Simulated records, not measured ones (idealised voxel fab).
process module | voxel capacitor over wiring
cross-section cut | 220 nm wide | cells 5 nm
A cross-section is a grid of square cells, given in bands from the top down. A band is one or more rows of cells.
Each band's line starts with the height of the band's top and of its bottom, in nm. Then come its materials from left to right, each with its width in nm. One material with "throughout" fills the band from edge to edge. "air" is empty space.
Height 0 is the level under which the wafer as received is all one material. The lowest band goes on downwards, as in "0 down".
A width such as "30 to 40" changes by the same amount from each row of cells to the next, from the band's top row to its bottom row.
"no change" after a step means that no cell of the cross-section changed.
closed voids: empty space of 8 cells or more with no open way to the top, each as width x height at its distance from the left edge, in nm
after a step's settings: what the simulator itself notes on the step
overlay nm, on a step with a mask: how far to the right of its planned place the mask lay; to the left if negative
plan
1 op RECEIVE | material Si
2 op CONFORMAL_DEP | material SiO2 | thk nm 10
3 op CONFORMAL_DEP | material SiCN | thk nm 5
4 op DIRECTIONAL_DEP | material SiO2 | thk nm 25
5 op MASKED_ETCH | tone open | mask id METAL_1 | width nm 30 | pitch nm 85 | etch materials SiO2 | depth nm 25 | overlay nm 0
6 op MASKED_ETCH | tone open | mask id METAL_1 | width nm 30 | pitch nm 85 | etch materials SiCN | depth nm 5 | overlay nm 0
7 op CONFORMAL_DEP | material TiN | thk nm 5
8 op FILL_DEP | material Ru | thk nm 10
9 op CMP | height nm 40
10 op CONFORMAL_DEP | material SiCN | thk nm 5
11 op DIRECTIONAL_DEP | material SiO2 | thk nm 15
12 op DIRECTIONAL_DEP | material aC | thk nm 10
13 op PATTERN | tone open | mask id PLUG_1 | material resist | width nm 15 | thk nm 30 | overlay nm 0
14 op DIRECTIONAL_ETCH | etch materials aC | depth nm 10
15 op STRIP | etch materials resist
16 op DIRECTIONAL_ETCH | etch materials SiO2 | depth nm 15
17 op DIRECTIONAL_ETCH | etch materials SiCN | depth nm 5
18 op STRIP | etch materials aC
19 op CONFORMAL_DEP | material TiN | thk nm 5
20 op FILL_DEP | material Ru | thk nm 10
21 op CMP | height nm 60
22 op DIRECTIONAL_DEP | material TiN | thk nm 10
23 op DIRECTIONAL_DEP | material HfO2 | thk nm 5
24 op DIRECTIONAL_DEP | material TiN | thk nm 10
25 op DIRECTIONAL_DEP | material aC | thk nm 10
26 op PATTERN | tone cover | mask id UPPER_PLATE | material resist | width nm 60 | thk nm 25 | overlay nm 0
27 op DIRECTIONAL_ETCH | etch materials aC | depth nm 10
28 op STRIP | etch materials resist
29 op DIRECTIONAL_ETCH | etch materials TiN | depth nm 10
30 op DIRECTIONAL_ETCH | etch materials HfO2 | depth nm 5
31 op STRIP | etch materials aC
32 op DIRECTIONAL_DEP | material aC | thk nm 15
33 op PATTERN | tone cover | mask id LOWER_PLATE | material resist | width nm 70 | thk nm 30 | overlay nm 0
34 op DIRECTIONAL_ETCH | etch materials aC | depth nm 15
35 op STRIP | etch materials resist
36 op DIRECTIONAL_ETCH | etch materials TiN | depth nm 10
37 op STRIP | etch materials aC
38 op FILL_DEP | material SiO2 | thk nm 15
39 op CMP | height nm 95
40 op MASKED_ETCH | tone open | mask id PLUG_2 | width nm 15 | etch materials SiO2 | depth nm 10 | overlay nm 0
41 op CONFORMAL_DEP | material TiN | thk nm 5
42 op FILL_DEP | material W | thk nm 10
43 op CMP | height nm 95
44 op CONFORMAL_DEP | material SiN | thk nm 5
as received, after step 1
  0 down: Si throughout
  closed voids: none
a wafer at the end: this start, this plan, one mistake
  100 to 95: SiN throughout
  95 to 90: SiO2 75 | TiN 5 | W 5 | TiN 5 | SiO2 130
  90 to 85: SiO2 75 | TiN 15 | SiO2 130
  85 to 75: SiO2 65 | TiN 60 | SiO2 95
  75 to 65: SiO2 60 | TiN 70 | SiO2 90
  65 to 60: HfO2 throughout
  60 to 45: SiO2 65 | TiN 5 | Ru 5 | TiN 5 | SiO2 140
  45 to 40: SiCN 65 | TiN 15 | SiCN 140
  40 to 15: SiO2 50 | TiN 5 | Ru 20 | TiN 5 | SiO2 55 | TiN 5 | Ru 20 | TiN 5 | SiO2 55
  15 to 10: SiCN 50 | TiN 30 | SiCN 55 | TiN 30 | SiCN 55
  10 to 0: SiO2 throughout
  0 down: Si throughout
  closed voids: none
what went wrong: steps 22 and 23 were swapped
